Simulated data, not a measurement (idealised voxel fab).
process module | voxel spacer lines
cross-section cut | 210 nm wide | cells 5 nm
A cross-section is a grid of square cells, given in bands from the top down. A band is one or more rows of cells.
Each band's line starts with the height of the band's top and of its bottom, in nm. Then come its materials from left to right, each with its width in nm. One material with "throughout" fills the band from edge to edge. "air" is empty space.
Height 0 is the level under which the wafer as received is all one material. The lowest band goes on downwards, as in "0 down".
A width such as "30 to 40" changes by the same amount from each row of cells to the next, from the band's top row to its bottom row.
"no change" after a step means that no cell of the cross-section changed.
closed voids: empty space of 8 cells or more with no open way to the top, each as width x height at its distance from the left edge, in nm
after a step's settings: what the simulator itself notes on the step
overlay nm, on a step with a mask: how far to the right of its planned place the mask lay; to the left if negative
Each pair below shows a cross-section before one step and the cross-section after it, down to the lowest band that changed. The line under each pair gives the step between them, with its settings. The pairs can come from different runs of this module on the same starting wafer, so a pair continues from the pair above only where its "before" says so.
before
  0 down: Si throughout
  closed voids: none
after
  5 to 0: Al2O3 throughout
  below 0: unchanged
  closed voids: none
the step between: op CONFORMAL_DEP | material Al2O3 | thk nm 5
before: the cross-section after the pair above
after
  20 to 5: polySi throughout
  below 5: unchanged
  closed voids: none
the step between: op DIRECTIONAL_DEP | material polySi | thk nm 15
before: the cross-section after the pair above
after
  40 to 20: aC throughout
  below 20: unchanged
  closed voids: none
the step between: op DIRECTIONAL_DEP | material aC | thk nm 20
before: the cross-section after the pair above
after
  65 to 40: air 65 | resist 15 | air 45 | resist 15 | air 70
  below 40: unchanged
  closed voids: none
the step between: op PATTERN | tone cover | mask id MANDREL | material resist | width nm 15 | pitch nm 60 | thk nm 25 | overlay nm 0
before: the cross-section after the pair above
after
  45 to 40: air 65 | resist 15 | air 45 | resist 15 | air 70
  40 to 20: air 65 | aC 15 | air 45 | aC 15 | air 70
  below 20: unchanged
  closed voids: none
the step between: op DIRECTIONAL_ETCH | etch materials aC | depth nm 20
before: the cross-section after the pair above
after
  40 to 20: air 65 | aC 15 | air 45 | aC 15 | air 70
  below 20: unchanged
  closed voids: none
the step between: op STRIP | etch materials resist
before: the cross-section after the pair above
after
  55 to 40: air 50 | SiO2 45 | air 15 | SiO2 45 | air 55
  40 to 35: air 50 | SiO2 15 | aC 15 | SiO2 15 | air 15 | SiO2 15 | aC 15 | SiO2 15 | air 55
  35 to 20: SiO2 65 | aC 15 | SiO2 45 | aC 15 | SiO2 70
  below 20: unchanged
  closed voids: none
the step between: op CONFORMAL_DEP | material SiO2 | thk nm 15
before: the cross-section after the pair above
after
  40 to 20: air 50 | SiO2 15 | aC 15 | SiO2 15 | air 15 | SiO2 15 | aC 15 | SiO2 15 | air 55
  below 20: unchanged
  closed voids: none
the step between: op DIRECTIONAL_ETCH | etch materials SiO2 | depth nm 15
before: the cross-section after the pair above
after
  40 to 20: air 50 | SiO2 15 | air 15 | SiO2 15 | air 15 | SiO2 15 | air 15 | SiO2 15 | air 55
  below 20: unchanged
  closed voids: none
the step between: op STRIP | etch materials aC
before: the cross-section after the pair above
after
  40 to 20: air 50 | SiO2 15 | air 15 | SiO2 15 | air 15 | SiO2 15 | air 15 | SiO2 15 | air 55
  20 to 5: air 50 | polySi 15 | air 15 | polySi 15 | air 15 | polySi 15 | air 15 | polySi 15 | air 55
  below 5: unchanged
  closed voids: none
the step between: op DIRECTIONAL_ETCH | etch materials polySi | depth nm 15
before: the cross-section after the pair above
after
  20 to 5: air 50 | polySi 15 | air 15 | polySi 15 | air 15 | polySi 15 | air 15 | polySi 15 | air 55
  below 5: unchanged
  closed voids: none
the step between: op STRIP | etch materials SiO2
before: the cross-section after the pair above
after
  30 to 20: SiO2 throughout
  20 to 5: SiO2 50 | polySi 15 | SiO2 15 | polySi 15 | SiO2 15 | polySi 15 | SiO2 15 | polySi 15 | SiO2 55
  below 5: unchanged
  closed voids: none
the step between: op FILL_DEP | material SiO2 | thk nm 10
before: the cross-section after the pair above
after
  20 to 5: SiO2 50 | polySi 15 | SiO2 15 | polySi 15 | SiO2 15 | polySi 15 | SiO2 15 | polySi 15 | SiO2 55
  below 5: unchanged
  closed voids: none
the step between: op CMP | height nm 20
before
  0 down: Si throughout
  closed voids: none
after
  15 to 0: polySi throughout
  below 0: unchanged
  closed voids: none
the step between: op DIRECTIONAL_DEP | material polySi | thk nm 15
before: the cross-section after the pair above
after
  35 to 15: aC throughout
  below 15: unchanged
  closed voids: none
the step between: op DIRECTIONAL_DEP | material aC | thk nm 20
before: the cross-section after the pair above
after
  60 to 35: air 65 | resist 15 | air 45 | resist 15 | air 70
  below 35: unchanged
  closed voids: none
the step between: op PATTERN | tone cover | mask id MANDREL | material resist | width nm 15 | pitch nm 60 | thk nm 25 | overlay nm 0
before: the cross-section after the pair above
after
  40 to 35: air 65 | resist 15 | air 45 | resist 15 | air 70
  35 to 15: air 65 | aC 15 | air 45 | aC 15 | air 70
  below 15: unchanged
  closed voids: none
the step between: op DIRECTIONAL_ETCH | etch materials aC | depth nm 20
before: the cross-section after the pair above
after
  35 to 15: air 65 | aC 15 | air 45 | aC 15 | air 70
  below 15: unchanged
  closed voids: none
the step between: op STRIP | etch materials resist
before: the cross-section after the pair above
after
  50 to 35: air 50 | SiO2 45 | air 15 | SiO2 45 | air 55
  35 to 30: air 50 | SiO2 15 | aC 15 | SiO2 15 | air 15 | SiO2 15 | aC 15 | SiO2 15 | air 55
  30 to 15: SiO2 65 | aC 15 | SiO2 45 | aC 15 | SiO2 70
  below 15: unchanged
  closed voids: none
the step between: op CONFORMAL_DEP | material SiO2 | thk nm 15
before: the cross-section after the pair above
after
  35 to 15: air 50 | SiO2 15 | aC 15 | SiO2 15 | air 15 | SiO2 15 | aC 15 | SiO2 15 | air 55
  below 15: unchanged
  closed voids: none
the step between: op DIRECTIONAL_ETCH | etch materials SiO2 | depth nm 15
before: the cross-section after the pair above
after
  35 to 15: air 50 | SiO2 15 | air 15 | SiO2 15 | air 15 | SiO2 15 | air 15 | SiO2 15 | air 55
  below 15: unchanged
  closed voids: none
the step between: op STRIP | etch materials aC
before: the cross-section after the pair above
after
  35 to 15: air 50 | SiO2 15 | air 15 | SiO2 15 | air 15 | SiO2 15 | air 15 | SiO2 15 | air 55
  15 to 0: air 50 | polySi 15 | air 15 | polySi 15 | air 15 | polySi 15 | air 15 | polySi 15 | air 55
  below 0: unchanged
  closed voids: none
the step between: op DIRECTIONAL_ETCH | etch materials polySi | depth nm 15
before: the cross-section after the pair above
after
  15 to 0: air 50 | polySi 15 | air 15 | polySi 15 | air 15 | polySi 15 | air 15 | polySi 15 | air 55
  below 0: unchanged
  closed voids: none
the step between: op STRIP | etch materials SiO2
before: the cross-section after the pair above
after
  25 to 15: SiO2 throughout
  15 to 0: SiO2 50 | polySi 15 | SiO2 15 | polySi 15 | SiO2 15 | polySi 15 | SiO2 15 | polySi 15 | SiO2 55
  below 0: unchanged
  closed voids: none
the step between: op FILL_DEP | material SiO2 | thk nm 10
before: the cross-section after the pair above
after
  20 to 15: SiO2 throughout
  below 15: unchanged
  closed voids: none
the step between: op CMP | height nm 20
before
  40 to 20: air 50 | SiO2 15 | aC 15 | SiO2 15 | air 15 | SiO2 15 | aC 15 | SiO2 15 | air 55
  20 to 5: polySi throughout
  5 to 0: Al2O3 throughout
  0 down: Si throughout
  closed voids: none
after
  40 to 25: air 65 | aC 15 | air 45 | aC 15 | air 70
  below 25: unchanged
  closed voids: none
the step between: op DIRECTIONAL_ETCH | etch materials SiO2 | depth nm 15
before: the cross-section after the pair above
after
  25 to 20: air 50 | SiO2 15 | air 15 | SiO2 15 | air 15 | SiO2 15 | air 15 | SiO2 15 | air 55
  below 20: unchanged
  closed voids: none
the step between: op STRIP | etch materials aC
before: the cross-section after the pair above
after
  25 to 20: air 50 | SiO2 15 | air 15 | SiO2 15 | air 15 | SiO2 15 | air 15 | SiO2 15 | air 55
  20 to 5: air 50 | polySi 15 | air 15 | polySi 15 | air 15 | polySi 15 | air 15 | polySi 15 | air 55
  below 5: unchanged
  closed voids: none
the step between: op DIRECTIONAL_ETCH | etch materials polySi | depth nm 15
before: the cross-section after the pair above
after
  20 to 5: air 50 | polySi 15 | air 15 | polySi 15 | air 15 | polySi 15 | air 15 | polySi 15 | air 55
  below 5: unchanged
  closed voids: none
the step between: op STRIP | etch materials SiO2
before
  15 to 0: polySi throughout
  0 down: Si throughout
  closed voids: none
after
  20 to 15: Al2O3 throughout
  below 15: unchanged
  closed voids: none
the step between: op CONFORMAL_DEP | material Al2O3 | thk nm 5
before: the cross-section after the pair above
after
  40 to 20: aC throughout
  below 20: unchanged
  closed voids: none
the step between: op DIRECTIONAL_DEP | material aC | thk nm 20
before: the cross-section after the pair above
after
  65 to 40: air 65 | resist 15 | air 45 | resist 15 | air 70
  below 40: unchanged
  closed voids: none
the step between: op PATTERN | tone cover | mask id MANDREL | material resist | width nm 15 | pitch nm 60 | thk nm 25 | overlay nm 0
before: the cross-section after the pair above
after
  45 to 40: air 65 | resist 15 | air 45 | resist 15 | air 70
  40 to 20: air 65 | aC 15 | air 45 | aC 15 | air 70
  below 20: unchanged
  closed voids: none
the step between: op DIRECTIONAL_ETCH | etch materials aC | depth nm 20
before: the cross-section after the pair above
after
  40 to 20: air 65 | aC 15 | air 45 | aC 15 | air 70
  below 20: unchanged
  closed voids: none
the step between: op STRIP | etch materials resist
before: the cross-section after the pair above
after
  55 to 40: air 50 | SiO2 45 | air 15 | SiO2 45 | air 55
  40 to 35: air 50 | SiO2 15 | aC 15 | SiO2 15 | air 15 | SiO2 15 | aC 15 | SiO2 15 | air 55
  35 to 20: SiO2 65 | aC 15 | SiO2 45 | aC 15 | SiO2 70
  below 20: unchanged
  closed voids: none
the step between: op CONFORMAL_DEP | material SiO2 | thk nm 15
before: the cross-section after the pair above
after
  40 to 20: air 50 | SiO2 15 | aC 15 | SiO2 15 | air 15 | SiO2 15 | aC 15 | SiO2 15 | air 55
  below 20: unchanged
  closed voids: none
the step between: op DIRECTIONAL_ETCH | etch materials SiO2 | depth nm 15
before: the cross-section after the pair above
after
  40 to 20: air 50 | SiO2 15 | air 15 | SiO2 15 | air 15 | SiO2 15 | air 15 | SiO2 15 | air 55
  below 20: unchanged
  closed voids: none
the step between: op STRIP | etch materials aC
before: the cross-section after the pair above
after
  20 to 15: Al2O3 throughout
  below 15: unchanged
  closed voids: none
the step between: op STRIP | etch materials SiO2
before: the cross-section after the pair above
after
  30 to 20: SiO2 throughout
  below 20: unchanged
  closed voids: none
the step between: op FILL_DEP | material SiO2 | thk nm 10
before: the cross-section after the pair above
after
  20 to 15: Al2O3 throughout
  below 15: unchanged
  closed voids: none
the step between: op CMP | height nm 20
before
  0 down: Si throughout
  closed voids: none
after
  15 to 0: Al2O3 throughout
  below 0: unchanged
  closed voids: none
the step between: op CONFORMAL_DEP | material Al2O3 | thk nm 15
before: the cross-section after the pair above
after
  30 to 15: polySi throughout
  below 15: unchanged
  closed voids: none
the step between: op DIRECTIONAL_DEP | material polySi | thk nm 15
before: the cross-section after the pair above
after
  50 to 30: aC throughout
  below 30: unchanged
  closed voids: none
the step between: op DIRECTIONAL_DEP | material aC | thk nm 20
before: the cross-section after the pair above
after
  75 to 50: air 65 | resist 15 | air 45 | resist 15 | air 70
  below 50: unchanged
  closed voids: none
the step between: op PATTERN | tone cover | mask id MANDREL | material resist | width nm 15 | pitch nm 60 | thk nm 25 | overlay nm 0
before: the cross-section after the pair above
after
  55 to 50: air 65 | resist 15 | air 45 | resist 15 | air 70
  50 to 30: air 65 | aC 15 | air 45 | aC 15 | air 70
  below 30: unchanged
  closed voids: none
the step between: op DIRECTIONAL_ETCH | etch materials aC | depth nm 20
before: the cross-section after the pair above
after
  50 to 30: air 65 | aC 15 | air 45 | aC 15 | air 70
  below 30: unchanged
  closed voids: none
the step between: op STRIP | etch materials resist
before: the cross-section after the pair above
after
  65 to 50: air 50 | SiO2 45 | air 15 | SiO2 45 | air 55
  50 to 45: air 50 | SiO2 15 | aC 15 | SiO2 15 | air 15 | SiO2 15 | aC 15 | SiO2 15 | air 55
  45 to 30: SiO2 65 | aC 15 | SiO2 45 | aC 15 | SiO2 70
  below 30: unchanged
  closed voids: none
the step between: op CONFORMAL_DEP | material SiO2 | thk nm 15
before: the cross-section after the pair above
after
  50 to 30: air 50 | SiO2 15 | aC 15 | SiO2 15 | air 15 | SiO2 15 | aC 15 | SiO2 15 | air 55
  below 30: unchanged
  closed voids: none
the step between: op DIRECTIONAL_ETCH | etch materials SiO2 | depth nm 15
before: the cross-section after the pair above
after
  50 to 30: air 50 | SiO2 15 | air 15 | SiO2 15 | air 15 | SiO2 15 | air 15 | SiO2 15 | air 55
  below 30: unchanged
  closed voids: none
the step between: op STRIP | etch materials aC
before: the cross-section after the pair above
after
  50 to 30: air 50 | SiO2 15 | air 15 | SiO2 15 | air 15 | SiO2 15 | air 15 | SiO2 15 | air 55
  30 to 15: air 50 | polySi 15 | air 15 | polySi 15 | air 15 | polySi 15 | air 15 | polySi 15 | air 55
  below 15: unchanged
  closed voids: none
the step between: op DIRECTIONAL_ETCH | etch materials polySi | depth nm 15
before: the cross-section after the pair above
after
  30 to 15: air 50 | polySi 15 | air 15 | polySi 15 | air 15 | polySi 15 | air 15 | polySi 15 | air 55
  below 15: unchanged
  closed voids: none
the step between: op STRIP | etch materials SiO2
before: the cross-section after the pair above
after
  40 to 30: SiO2 throughout
  30 to 15: SiO2 50 | polySi 15 | SiO2 15 | polySi 15 | SiO2 15 | polySi 15 | SiO2 15 | polySi 15 | SiO2 55
  below 15: unchanged
  closed voids: none
the step between: op FILL_DEP | material SiO2 | thk nm 10
before: the cross-section after the pair above
after
  20 to 15: SiO2 50 | polySi 15 | SiO2 15 | polySi 15 | SiO2 15 | polySi 15 | SiO2 15 | polySi 15 | SiO2 55
  below 15: unchanged
  closed voids: none
the step between: op CMP | height nm 20
before
  40 to 20: aC throughout
  20 to 5: polySi throughout
  5 to 0: Al2O3 throughout
  0 down: Si throughout
  closed voids: none
after
  65 to 40: air 60 | resist 25 | air 35 | resist 25 | air 65
  below 40: unchanged
  closed voids: none
the step between: op PATTERN | tone cover | mask id MANDREL | material resist | width nm 25 | pitch nm 60 | thk nm 25 | overlay nm 0
before: the cross-section after the pair above
after
  45 to 40: air 60 | resist 25 | air 35 | resist 25 | air 65
  40 to 20: air 60 | aC 25 | air 35 | aC 25 | air 65
  below 20: unchanged
  closed voids: none
the step between: op DIRECTIONAL_ETCH | etch materials aC | depth nm 20
before: the cross-section after the pair above
after
  40 to 20: air 60 | aC 25 | air 35 | aC 25 | air 65
  below 20: unchanged
  closed voids: none
the step between: op STRIP | etch materials resist
before: the cross-section after the pair above
after
  55 to 40: air 45 | SiO2 55 | air 5 | SiO2 55 | air 50
  40 to 35: air 45 | SiO2 15 | aC 25 | SiO2 15 | air 5 | SiO2 15 | aC 25 | SiO2 15 | air 50
  35 to 20: SiO2 60 | aC 25 | SiO2 35 | aC 25 | SiO2 65
  below 20: unchanged
  closed voids: none
the step between: op CONFORMAL_DEP | material SiO2 | thk nm 15
before: the cross-section after the pair above
after
  40 to 20: air 45 | SiO2 15 | aC 25 | SiO2 15 | air 5 | SiO2 15 | aC 25 | SiO2 15 | air 50
  below 20: unchanged
  closed voids: none
the step between: op DIRECTIONAL_ETCH | etch materials SiO2 | depth nm 15
before: the cross-section after the pair above
after
  40 to 20: air 45 | SiO2 15 | air 25 | SiO2 15 | air 5 | SiO2 15 | air 25 | SiO2 15 | air 50
  below 20: unchanged
  closed voids: none
the step between: op STRIP | etch materials aC
before: the cross-section after the pair above
after
  40 to 20: air 45 | SiO2 15 | air 25 | SiO2 15 | air 5 | SiO2 15 | air 25 | SiO2 15 | air 50
  20 to 5: air 45 | polySi 15 | air 25 | polySi 15 | air 5 | polySi 15 | air 25 | polySi 15 | air 50
  below 5: unchanged
  closed voids: none
the step between: op DIRECTIONAL_ETCH | etch materials polySi | depth nm 15
before: the cross-section after the pair above
after
  20 to 5: air 45 | polySi 15 | air 25 | polySi 15 | air 5 | polySi 15 | air 25 | polySi 15 | air 50
  below 5: unchanged
  closed voids: none
the step between: op STRIP | etch materials SiO2
before: the cross-section after the pair above
after
  30 to 20: SiO2 throughout
  20 to 5: SiO2 45 | polySi 15 | SiO2 25 | polySi 15 | SiO2 5 | polySi 15 | SiO2 25 | polySi 15 | SiO2 50
  below 5: unchanged
  closed voids: none
the step between: op FILL_DEP | material SiO2 | thk nm 10
before: the cross-section after the pair above
after
  20 to 5: SiO2 45 | polySi 15 | SiO2 25 | polySi 15 | SiO2 5 | polySi 15 | SiO2 25 | polySi 15 | SiO2 50
  below 5: unchanged
  closed voids: none
the step between: op CMP | height nm 20
before
  40 to 20: aC throughout
  20 to 5: polySi throughout
  5 to 0: Al2O3 throughout
  0 down: Si throughout
  closed voids: none
after
  65 to 40: air 70 | resist 15 | air 45 | resist 15 | air 65
  below 40: unchanged
  closed voids: none
the step between: op PATTERN | tone cover | mask id MANDREL | material resist | width nm 15 | pitch nm 60 | thk nm 25 | overlay nm 5
before: the cross-section after the pair above
after
  45 to 40: air 70 | resist 15 | air 45 | resist 15 | air 65
  40 to 20: air 70 | aC 15 | air 45 | aC 15 | air 65
  below 20: unchanged
  closed voids: none
the step between: op DIRECTIONAL_ETCH | etch materials aC | depth nm 20
before: the cross-section after the pair above
after
  40 to 20: air 70 | aC 15 | air 45 | aC 15 | air 65
  below 20: unchanged
  closed voids: none
the step between: op STRIP | etch materials resist
before: the cross-section after the pair above
after
  55 to 40: air 55 | SiO2 45 | air 15 | SiO2 45 | air 50
  40 to 35: air 55 | SiO2 15 | aC 15 | SiO2 15 | air 15 | SiO2 15 | aC 15 | SiO2 15 | air 50
  35 to 20: SiO2 70 | aC 15 | SiO2 45 | aC 15 | SiO2 65
  below 20: unchanged
  closed voids: none
the step between: op CONFORMAL_DEP | material SiO2 | thk nm 15
before: the cross-section after the pair above
after
  40 to 20: air 55 | SiO2 15 | aC 15 | SiO2 15 | air 15 | SiO2 15 | aC 15 | SiO2 15 | air 50
  below 20: unchanged
  closed voids: none
the step between: op DIRECTIONAL_ETCH | etch materials SiO2 | depth nm 15
before: the cross-section after the pair above
after
  40 to 20: air 55 | SiO2 15 | air 15 | SiO2 15 | air 15 | SiO2 15 | air 15 | SiO2 15 | air 50
  below 20: unchanged
  closed voids: none
the step between: op STRIP | etch materials aC
before: the cross-section after the pair above
after
  40 to 20: air 55 | SiO2 15 | air 15 | SiO2 15 | air 15 | SiO2 15 | air 15 | SiO2 15 | air 50
  20 to 5: air 55 | polySi 15 | air 15 | polySi 15 | air 15 | polySi 15 | air 15 | polySi 15 | air 50
  below 5: unchanged
  closed voids: none
the step between: op DIRECTIONAL_ETCH | etch materials polySi | depth nm 15
before: the cross-section after the pair above
after
  20 to 5: air 55 | polySi 15 | air 15 | polySi 15 | air 15 | polySi 15 | air 15 | polySi 15 | air 50
  below 5: unchanged
  closed voids: none
the step between: op STRIP | etch materials SiO2
before: the cross-section after the pair above
after
  30 to 20: SiO2 throughout
  20 to 5: SiO2 55 | polySi 15 | SiO2 15 | polySi 15 | SiO2 15 | polySi 15 | SiO2 15 | polySi 15 | SiO2 50
  below 5: unchanged
  closed voids: none
the step between: op FILL_DEP | material SiO2 | thk nm 10
before: the cross-section after the pair above
after
  20 to 5: SiO2 55 | polySi 15 | SiO2 15 | polySi 15 | SiO2 15 | polySi 15 | SiO2 15 | polySi 15 | SiO2 50
  below 5: unchanged
  closed voids: none
the step between: op CMP | height nm 20
before
  0 down: Si throughout
  closed voids: none
after
  5 to 0: polySi throughout
  below 0: unchanged
  closed voids: none
the step between: op CONFORMAL_DEP | material polySi | thk nm 5
before: the cross-section after the pair above
after
  20 to 0: polySi throughout
  below 0: unchanged
  closed voids: none
the step between: op DIRECTIONAL_DEP | material polySi | thk nm 15
before: the cross-section after the pair above
after
  40 to 20: aC throughout
  below 20: unchanged
  closed voids: none
the step between: op DIRECTIONAL_DEP | material aC | thk nm 20
before: the cross-section after the pair above
after
  65 to 40: air 65 | resist 15 | air 45 | resist 15 | air 70
  below 40: unchanged
  closed voids: none
the step between: op PATTERN | tone cover | mask id MANDREL | material resist | width nm 15 | pitch nm 60 | thk nm 25 | overlay nm 0
before: the cross-section after the pair above
after
  45 to 40: air 65 | resist 15 | air 45 | resist 15 | air 70
  40 to 20: air 65 | aC 15 | air 45 | aC 15 | air 70
  below 20: unchanged
  closed voids: none
the step between: op DIRECTIONAL_ETCH | etch materials aC | depth nm 20
before: the cross-section after the pair above
after
  40 to 20: air 65 | aC 15 | air 45 | aC 15 | air 70
  below 20: unchanged
  closed voids: none
the step between: op STRIP | etch materials resist
before: the cross-section after the pair above
after
  55 to 40: air 50 | SiO2 45 | air 15 | SiO2 45 | air 55
  40 to 35: air 50 | SiO2 15 | aC 15 | SiO2 15 | air 15 | SiO2 15 | aC 15 | SiO2 15 | air 55
  35 to 20: SiO2 65 | aC 15 | SiO2 45 | aC 15 | SiO2 70
  below 20: unchanged
  closed voids: none
the step between: op CONFORMAL_DEP | material SiO2 | thk nm 15
before: the cross-section after the pair above
after
  40 to 20: air 50 | SiO2 15 | aC 15 | SiO2 15 | air 15 | SiO2 15 | aC 15 | SiO2 15 | air 55
  below 20: unchanged
  closed voids: none
the step between: op DIRECTIONAL_ETCH | etch materials SiO2 | depth nm 15
before: the cross-section after the pair above
after
  40 to 20: air 50 | SiO2 15 | air 15 | SiO2 15 | air 15 | SiO2 15 | air 15 | SiO2 15 | air 55
  below 20: unchanged
  closed voids: none
the step between: op STRIP | etch materials aC
before: the cross-section after the pair above
after
  40 to 20: air 50 | SiO2 15 | air 15 | SiO2 15 | air 15 | SiO2 15 | air 15 | SiO2 15 | air 55
  20 to 5: air 50 | polySi 15 | air 15 | polySi 15 | air 15 | polySi 15 | air 15 | polySi 15 | air 55
  below 5: unchanged
  closed voids: none
the step between: op DIRECTIONAL_ETCH | etch materials polySi | depth nm 15
before: the cross-section after the pair above
after
  20 to 5: air 50 | polySi 15 | air 15 | polySi 15 | air 15 | polySi 15 | air 15 | polySi 15 | air 55
  below 5: unchanged
  closed voids: none
the step between: op STRIP | etch materials SiO2
before: the cross-section after the pair above
after
  30 to 20: SiO2 throughout
  20 to 5: SiO2 50 | polySi 15 | SiO2 15 | polySi 15 | SiO2 15 | polySi 15 | SiO2 15 | polySi 15 | SiO2 55
  below 5: unchanged
  closed voids: none
the step between: op FILL_DEP | material SiO2 | thk nm 10
before: the cross-section after the pair above
after
  20 to 5: SiO2 50 | polySi 15 | SiO2 15 | polySi 15 | SiO2 15 | polySi 15 | SiO2 15 | polySi 15 | SiO2 55
  below 5: unchanged
  closed voids: none
the step between: op CMP | height nm 20
